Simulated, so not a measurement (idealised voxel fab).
process module | voxel self aligned contacts
cross-section cut | 285 nm wide | cells 5 nm
A cross-section is a grid of square cells, given in bands from the top down. A band is one or more rows of cells.
Each band's line starts with the height of the band's top and of its bottom, in nm. Then come its materials from left to right, each with its width in nm. One material with "throughout" fills the band from edge to edge. "air" is empty space.
Height 0 is the level under which the wafer as received is all one material. The lowest band goes on downwards, as in "0 down".
A width such as "30 to 40" changes by the same amount from each row of cells to the next, from the band's top row to its bottom row.
"no change" after a step means that no cell of the cross-section changed.
closed voids: empty space of 8 cells or more with no open way to the top, each as width x height at its distance from the left edge, in nm
after a step's settings: what the simulator itself notes on the step
overlay nm, on a step with a mask: how far to the right of its planned place the mask lay; to the left if negative
plan
1 op RECEIVE | material Si
2 op OXIDIZE | depth nm 5
3 op DIRECTIONAL_DEP | material polySi | thk nm 30
4 op DIRECTIONAL_DEP | material SiN | thk nm 20
5 op DIRECTIONAL_DEP | material aC | thk nm 15
6 op PATTERN | tone cover | mask id GATE | material resist | width nm 25 | pitch nm 60 | thk nm 30 | overlay nm 0
7 op DIRECTIONAL_ETCH | etch materials aC | depth nm 15
8 op STRIP | etch materials resist
9 op DIRECTIONAL_ETCH | etch materials SiN | depth nm 20
10 op DIRECTIONAL_ETCH | etch materials polySi | depth nm 30
11 op STRIP | etch materials aC
12 op CONFORMAL_DEP | material SiN | thk nm 10
13 op DIRECTIONAL_ETCH | etch materials SiN | depth nm 10
14 op FILL_DEP | material SiO2 | thk nm 15
15 op CMP | height nm 55
16 op MASKED_ETCH | tone open | mask id CONTACT | width nm 45 | pitch nm 60 | etch materials SiO2 | depth nm 60 | overlay nm 0
17 op CONFORMAL_DEP | material TiN | thk nm 5
18 op FILL_DEP | material Ru | thk nm 10
19 op CMP | height nm 55
20 op CONFORMAL_DEP | material SiN | thk nm 5
as received, after step 1
  0 down: Si throughout
  closed voids: none
first wafer at the end, as planned
  60 to 55: SiN throughout
  55 to 50: SiO2 90 | TiN 20 | Ru 5 | TiN 20 | SiO2 15 | TiN 20 | Ru 5 | TiN 20 | SiO2 90
  50 to 30: SiO2 60 | SiN 45 | TiN 5 | Ru 5 | TiN 5 | SiN 45 | TiN 5 | Ru 5 | TiN 5 | SiN 45 | SiO2 60
  30 to 0: SiO2 60 | SiN 10 | polySi 25 | SiN 10 | TiN 5 | Ru 5 | TiN 5 | SiN 10 | polySi 25 | SiN 10 | TiN 5 | Ru 5 | TiN 5 | SiN 10 | polySi 25 | SiN 10 | SiO2 60
  0 to -5: SiO2 105 | TiN 15 | SiO2 45 | TiN 15 | SiO2 105
  -5 down: Si throughout
  closed voids: none
second wafer at the end: like start, like plan, one mistake
  60 to 55: SiN throughout
  55 to 50: SiO2 90 | TiN 45 | SiO2 15 | TiN 45 | SiO2 90
  50 to 30: SiO2 55 | SiN 55 | TiN 5 | SiN 55 | TiN 5 | SiN 55 | SiO2 55
  30 to 0: SiO2 55 | SiN 10 | polySi 35 | SiN 10 | TiN 5 | SiN 10 | polySi 35 | SiN 10 | TiN 5 | SiN 10 | polySi 35 | SiN 10 | SiO2 55
  0 to -5: SiO2 110 | TiN 5 | SiO2 55 | TiN 5 | SiO2 110
  -5 down: Si throughout
  closed voids: none
what went wrong: step 6 ran as: op PATTERN | tone cover | mask id GATE | material resist | width nm 35 | pitch nm 60 | thk nm 30 | overlay nm 0
at the end the second wafer has, in cells: 22 fewer of Ru | 24 more of SiN | 16 fewer of SiO2 | 22 fewer of TiN | 36 more of polySi
